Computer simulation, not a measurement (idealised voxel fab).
Process module under the name voxel self aligned contacts
Cross-section cut spans 185 nm and uses square cells 5 nm in size.
A cross-section in this document is a grid of square cells, and it is written down as bands, the top band listed before the ones below it; a band is made up of one or more rows of cells.
In this notation a band is specified by the heights of its top and bottom, in that order and in nm, after which its materials appear from left to right, each paired with its width in nm. The word "throughout" attached to a single material means that material fills the band from edge to edge; the word "blank" stands for empty space.
Counting heights begins at 0, where everything beneath is, in the wafer as received, one material. The lowest band has no bottom; it goes on downwards, as "0 nm and below" shows.
Width spec "30 to 40" -> top row of cells at first value, bottom row at second value, equal per-row change in between.
Take "all unchanged" at face value: in the step it is given for, the cross-section changed in none of its cells.
Any empty space of 8 cells or more lacking an open way to the top shows up in "Enclosed void list" as width x height at distance, distance from the left edge, in nm.
On each step's line, the part that comes after the settings is the simulator's own comment on the step.
"overlay nm" denotes, for a step that has a mask, the displacement of the mask to the right of its planned place, with negative values corresponding to the left.

[plan]
1: op RECEIVE | material Si
2: op CONFORMAL_DEP | material SiO2 | thk nm 5
3: op DIRECTIONAL_DEP | material polySi | thk nm 25
4: op DIRECTIONAL_DEP | material SiN | thk nm 20
5: op PATTERN | tone cover | mask id GATE | material resist | width nm 25 | pitch nm 60 | thk nm 20 | overlay nm 0
6: op DIRECTIONAL_ETCH | etch materials SiN | depth nm 20
7: op DIRECTIONAL_ETCH | etch materials polySi | depth nm 25
8: op STRIP | etch materials resist
9: op CONFORMAL_DEP | material SiN | thk nm 5
10: op DIRECTIONAL_ETCH | etch materials SiN | depth nm 5
11: op FILL_DEP | material SiO2 | thk nm 20
12: op CMP | height nm 60
13: op PATTERN | tone open | mask id CONTACT | material resist | width nm 45 | pitch nm 60 | thk nm 15 | overlay nm 0
14: op DIRECTIONAL_ETCH | etch materials SiO2 | depth nm 60
15: op STRIP | etch materials resist
16: op CONFORMAL_DEP | material TiN | thk nm 5
17: op FILL_DEP | material Ru | thk nm 10
18: op CMP | height nm 60
19: op CONFORMAL_DEP | material SiCN | thk nm 5

[Wafer as received: cross-section following step 1]
0 nm and below  Si throughout
Enclosed void list: none

[Cross-section, first of two wafers, end of module, run as planned]
65 nm to 60 nm  SiCN throughout
60 nm to 50 nm  SiO2 40 nm, TiN 5 to 15 nm, Ru 35 to 15 nm, TiN 5 to 15 nm, SiO2 15 nm, TiN 5 to 15 nm, Ru 35 to 15 nm, TiN 5 to 15 nm, SiO2 40 nm
50 nm to 30 nm  SiO2 15 nm, SiN 35 nm, TiN 5 nm, Ru 15 nm, TiN 5 nm, SiN 35 nm, TiN 5 nm, Ru 15 nm, TiN 5 nm, SiN 35 nm, SiO2 15 nm
30 nm to 5 nm  SiO2 15 nm, SiN 5 nm, polySi 25 nm, SiN 5 nm, TiN 5 nm, Ru 15 nm, TiN 5 nm, SiN 5 nm, polySi 25 nm, SiN 5 nm, TiN 5 nm, Ru 15 nm, TiN 5 nm, SiN 5 nm, polySi 25 nm, SiN 5 nm, SiO2 15 nm
5 nm to 0 nm  SiO2 50 nm, TiN 25 nm, SiO2 35 nm, TiN 25 nm, SiO2 50 nm
0 nm and below  Si throughout
Enclosed void list: none

[End-of-module cross-section of the second wafer: identical starting point and process plan to the first, with one processing mistake]
65 nm to 60 nm  SiCN throughout
60 nm to 50 nm  SiO2 40 nm, TiN 5 to 15 nm, Ru 35 to 15 nm, TiN 5 to 15 nm, SiO2 15 nm, TiN 5 to 15 nm, Ru 35 to 15 nm, TiN 5 to 15 nm, SiO2 40 nm
50 nm to 30 nm  SiO2 15 nm, SiN 5 nm, polySi 25 nm, SiN 5 nm, TiN 5 nm, Ru 15 nm, TiN 5 nm, SiN 5 nm, polySi 25 nm, SiN 5 nm, TiN 5 nm, Ru 15 nm, TiN 5 nm, SiN 5 nm, polySi 25 nm, SiN 5 nm, SiO2 15 nm
30 nm to 25 nm  SiO2 15 nm, SiN 5 nm, polySi 25 nm, SiN 5 nm, TiN 25 nm, SiN 5 nm, polySi 25 nm, SiN 5 nm, TiN 25 nm, SiN 5 nm, polySi 25 nm, SiN 5 nm, SiO2 15 nm
25 nm to 5 nm  SiN throughout
5 nm to 0 nm  SiO2 throughout
0 nm and below  Si throughout
Enclosed void list: none
What was done differently from what was planned? the executed order of steps 3 and 4 is the reverse of that specified in the plan, each step having taken the other's position
Final tally in cells, some materials are higher or lower on the second wafer than on the first: Ru: 30 fewer | SiN: 64 more | SiO2: 14 fewer | TiN: 20 fewer
